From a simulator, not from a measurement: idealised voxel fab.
process module | voxel transistor to metal
cross-section cut | 295 nm wide | cells 5 nm
A cross-section is a grid of square cells, given in bands from the top down. A band is one or more rows of cells.
Each band's line starts with the height of the band's top and of its bottom, in nm. Then come its materials from left to right, each with its width in nm. One material with "throughout" fills the band from edge to edge. "air" is empty space.
Height 0 is the level under which the wafer as received is all one material. The lowest band goes on downwards, as in "0 down".
A width such as "30 to 40" changes by the same amount from each row of cells to the next, from the band's top row to its bottom row.
"no change" after a step means that no cell of the cross-section changed.
closed voids: empty space of 8 cells or more with no open way to the top, each as width x height at its distance from the left edge, in nm
after a step's settings: what the simulator itself notes on the step
overlay nm, on a step with a mask: how far to the right of its planned place the mask lay; to the left if negative
plan
1 op RECEIVE | material Si
2 op OXIDIZE | depth nm 5
3 op CONFORMAL_DEP | material SiN | thk nm 15
4 op DIRECTIONAL_DEP | material aC | thk nm 10
5 op PATTERN | tone cover | mask id ACTIVE | material resist | width nm 95 | pitch nm 125 | thk nm 30 | overlay nm 0
6 op DIRECTIONAL_ETCH | etch materials aC | depth nm 10
7 op STRIP | etch materials resist
8 op DIRECTIONAL_ETCH | etch materials SiN | depth nm 15
9 op DIRECTIONAL_ETCH | etch materials SiO2 | depth nm 5
10 op DIRECTIONAL_ETCH | etch materials Si | depth nm 35
11 op STRIP | etch materials aC
12 op OXIDIZE | depth nm 5
13 op FILL_DEP | material SiO2 | thk nm 15
14 op CMP | height nm 15
15 op SELECTIVE_ETCH | etch materials SiO2 | depth nm 5
16 op STRIP | etch materials SiN
17 op SELECTIVE_ETCH | etch materials SiO2 | depth nm 5
18 op OXIDIZE | depth nm 5
19 op DIRECTIONAL_DEP | material polySi | thk nm 30
20 op DIRECTIONAL_DEP | material SiCN | thk nm 15
21 op MASKED_ETCH | tone cover | mask id GATE | width nm 25 | pitch nm 125 | etch materials SiCN | depth nm 25 | overlay nm 0
22 op MASKED_ETCH | tone cover | mask id GATE | width nm 25 | pitch nm 125 | etch materials polySi | depth nm 40 | overlay nm 0
23 op CONFORMAL_DEP | material SiN | thk nm 5
24 op DIRECTIONAL_ETCH | etch materials SiN | depth nm 5
25 op DIRECTIONAL_ETCH | etch materials SiO2 | depth nm 5
26 op EPI | material nSi | thk nm 5
27 op FILL_DEP | material SiO2 | thk nm 5
28 op CMP | height nm 40
29 op DIRECTIONAL_DEP | material SiO2 | thk nm 10
30 op DIRECTIONAL_DEP | material aC | thk nm 10
31 op PATTERN | tone open | mask id CONTACT | material resist | width nm 25 | thk nm 30 | overlay nm 0
32 op DIRECTIONAL_ETCH | etch materials aC | depth nm 10
33 op STRIP | etch materials resist
34 op DIRECTIONAL_ETCH | etch materials SiO2 | depth nm 55
35 op STRIP | etch materials aC
36 op CONFORMAL_DEP | material TiN | thk nm 5
37 op FILL_DEP | material Ru | thk nm 10
38 op CMP | height nm 50
39 op DIRECTIONAL_DEP | material TiN | thk nm 5
40 op DIRECTIONAL_DEP | material W | thk nm 15
41 op DIRECTIONAL_DEP | material aC | thk nm 15
42 op PATTERN | tone cover | mask id METAL_1 | material resist | width nm 15 | thk nm 35 | overlay nm 0
43 op DIRECTIONAL_ETCH | etch materials aC | depth nm 15
44 op STRIP | etch materials resist
45 op DIRECTIONAL_ETCH | etch materials W | depth nm 15
46 op DIRECTIONAL_ETCH | etch materials TiN | depth nm 5
47 op STRIP | etch materials aC
48 op FILL_DEP | material SiO2 | thk nm 5
49 op CMP | height nm 70
50 op CONFORMAL_DEP | material SiN | thk nm 5
as received, after step 1
  0 down: Si throughout
  closed voids: none
a wafer at the end: this start, this plan, one mistake
  75 to 70: SiN throughout
  70 to 55: SiO2 45 | W 15 | SiO2 55 | W 15 | SiO2 40 | W 15 | SiO2 55 | W 15 | SiO2 40
  55 to 50: SiO2 45 | TiN 15 | SiO2 55 | TiN 15 | SiO2 40 | TiN 15 | SiO2 55 | TiN 15 | SiO2 40
  50 to 40: SiO2 40 | TiN 5 | Ru 15 | TiN 5 | SiO2 35 | TiN 5 | Ru 15 | TiN 5 | SiO2 40 | TiN 5 | Ru 15 | TiN 5 | SiO2 35 | TiN 5 | Ru 15 | TiN 5 | SiO2 45
  40 to 25: SiO2 40 | TiN 5 | Ru 15 | TiN 5 | SiN 5 | SiCN 25 | SiN 5 | TiN 5 | Ru 15 | TiN 5 | SiO2 40 | TiN 5 | Ru 15 | TiN 5 | SiN 5 | SiCN 25 | SiN 5 | TiN 5 | Ru 15 | TiN 5 | SiO2 45
  25 to 5: SiO2 40 | TiN 5 | Ru 15 | TiN 5 | SiN 5 | polySi 25 | SiN 5 | TiN 5 | Ru 15 | TiN 5 | SiO2 40 | TiN 5 | Ru 15 | TiN 5 | SiN 5 | polySi 25 | SiN 5 | TiN 5 | Ru 15 | TiN 5 | SiO2 45
  5 to 0: SiO2 30 | SiN 5 | SiO2 5 | TiN 5 | Ru 15 | TiN 5 | SiN 5 | polySi 25 | SiN 5 | TiN 5 | Ru 15 | TiN 5 | SiO2 5 | SiN 5 | SiO2 20 | SiN 5 | SiO2 5 | TiN 5 | Ru 15 | TiN 5 | SiN 5 | polySi 25 | SiN 5 | TiN 5 | Ru 15 | TiN 5 | SiO2 5 | SiN 5 | SiO2 35
  0 to -5: SiO2 30 | SiN 5 | SiO2 5 | TiN 25 | SiN 5 | polySi 25 | SiN 5 | TiN 25 | SiO2 5 | SiN 5 | SiO2 20 | SiN 5 | SiO2 5 | TiN 25 | SiN 5 | polySi 25 | SiN 5 | TiN 25 | SiO2 5 | SiN 5 | SiO2 35
  -5 to -10: SiO2 35 | nSi 30 | SiO2 35 | nSi 30 | SiO2 30 | nSi 30 | SiO2 35 | nSi 30 | SiO2 40
  -10 to -45: SiO2 40 | Si 85 | SiO2 40 | Si 85 | SiO2 45
  -45 down: Si throughout
  closed voids: none
what went wrong: step 42 ran as: op PATTERN | tone cover | mask id METAL_1 | material resist | width nm 15 | thk nm 35 | overlay nm 5
